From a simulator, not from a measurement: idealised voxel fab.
Process module under the name voxel self aligned vias
Each square cell in cross-section cut measures 5 nm, and the section as a whole is 265 nm wide.
When this document writes out a cross-section, it uses a grid of square cells and lists it as bands, beginning at the top and moving down, with a band standing for one or more rows of cells.
A band entry consists of two parts. The first gives the height of the band's top and the height of its bottom, in nm. The rest lists the band's materials from left to right, each with its width in nm. A single material labelled with the word "edge to edge" fills the band from edge to edge, and the word "empty" marks empty space.
Height datum 0, below which the as-received substrate wafer is one material. Lowest band open at the bottom, running downward: "0 -> down".
Think of "30..40" as a width that walks from the first number to the second as you go down the band, top row to bottom row, taking equal-sized steps from row to row.
It should be understood that the words "everything unchanged", when stated for a given step, signify that the cross-section underwent no change in any of its cells during that step.
Empty spaces counting at least 8 cells and having no open way to the top are listed in "Entrapped voids". The notation width x height at distance is used for each, the distance being from the left edge and all three values in nm.
It should be noted that, on the line of a given step, the content following the step's settings is a remark produced by the simulator itself with respect to that step.
"overlay nm" answers the question of how far to the right of plan the mask lay on a step that has a mask, and when it is negative the answer is to the left.

Set out below are the planned steps of the process:
1: op RECEIVE | material Si
2: op CONFORMAL_DEP | material SiO2 | thk nm 15
3: op CONFORMAL_DEP | material SiCN | thk nm 5
4: op DIRECTIONAL_DEP | material lowk | thk nm 25
5: op DIRECTIONAL_DEP | material aC | thk nm 15
6: op PATTERN | tone open | mask id LINES | material resist | width nm 20 | pitch nm 60 | thk nm 35 | overlay nm 0
7: op DIRECTIONAL_ETCH | etch materials aC | depth nm 15
8: op STRIP | etch materials resist
9: op DIRECTIONAL_ETCH | etch materials lowk | depth nm 25
10: op STRIP | etch materials aC
11: op CONFORMAL_DEP | material TiN | thk nm 5
12: op FILL_DEP | material W | thk nm 5
13: op CMP | height nm 45
14: op SELECTIVE_ETCH | etch materials W Ru TiN | depth nm 10
15: op FILL_DEP | material SiN | thk nm 10
16: op CMP | height nm 45
17: op DIRECTIONAL_DEP | material lowk | thk nm 15
18: op DIRECTIONAL_DEP | material aC | thk nm 15
19: op PATTERN | tone open | mask id VIAS | material resist | width nm 30 | pitch nm 60 | thk nm 35 | overlay nm 0
20: op DIRECTIONAL_ETCH | etch materials aC | depth nm 15
21: op STRIP | etch materials resist
22: op DIRECTIONAL_ETCH | etch materials lowk | depth nm 15
23: op DIRECTIONAL_ETCH | etch materials SiN | depth nm 10
24: op STRIP | etch materials aC
25: op CONFORMAL_DEP | material TiN | thk nm 5
26: op FILL_DEP | material W | thk nm 10
27: op CMP | height nm 60
28: op CONFORMAL_DEP | material SiN | thk nm 5

Step 1 complete: cross-section of the wafer as received:
- 0 -> down = Si edge to edge
- Entrapped voids: none

Starting wafer: above. Plan: above. Run: one mistake. Cross-section after the module: below:
- 65 -> 60 = SiN edge to edge
- 60 -> 50 = 50 of W | 5 of TiN | 30 of lowk | 5 of TiN | 20 of W | 5 of TiN | 30 of lowk | 5 of TiN | 20 of W | 5 of TiN | 30 of lowk | 5 of TiN | 55 of W
- 50 -> 45 = 55 of TiN | 30 of lowk | 30 of TiN | 30 of lowk | 30 of TiN | 30 of lowk | 60 of TiN
- 45 -> 35 = 60 of lowk | 20 of SiN | 40 of lowk | 20 of SiN | 40 of lowk | 20 of SiN | 65 of lowk
- 35 -> 25 = 60 of lowk | 5 of TiN | 10 of W | 5 of TiN | 40 of lowk | 5 of TiN | 10 of W | 5 of TiN | 40 of lowk | 5 of TiN | 10 of W | 5 of TiN | 65 of lowk
- 25 -> 20 = 60 of lowk | 20 of TiN | 40 of lowk | 20 of TiN | 40 of lowk | 20 of TiN | 65 of lowk
- 20 -> 15 = SiCN edge to edge
- 15 -> 0 = SiO2 edge to edge
- 0 -> down = Si edge to edge
- Entrapped voids: none
what went wrong: step 19 ran as: op PATTERN | tone cover | mask id VIAS | material resist | width nm 30 | pitch nm 60 | thk nm 35 | overlay nm 0
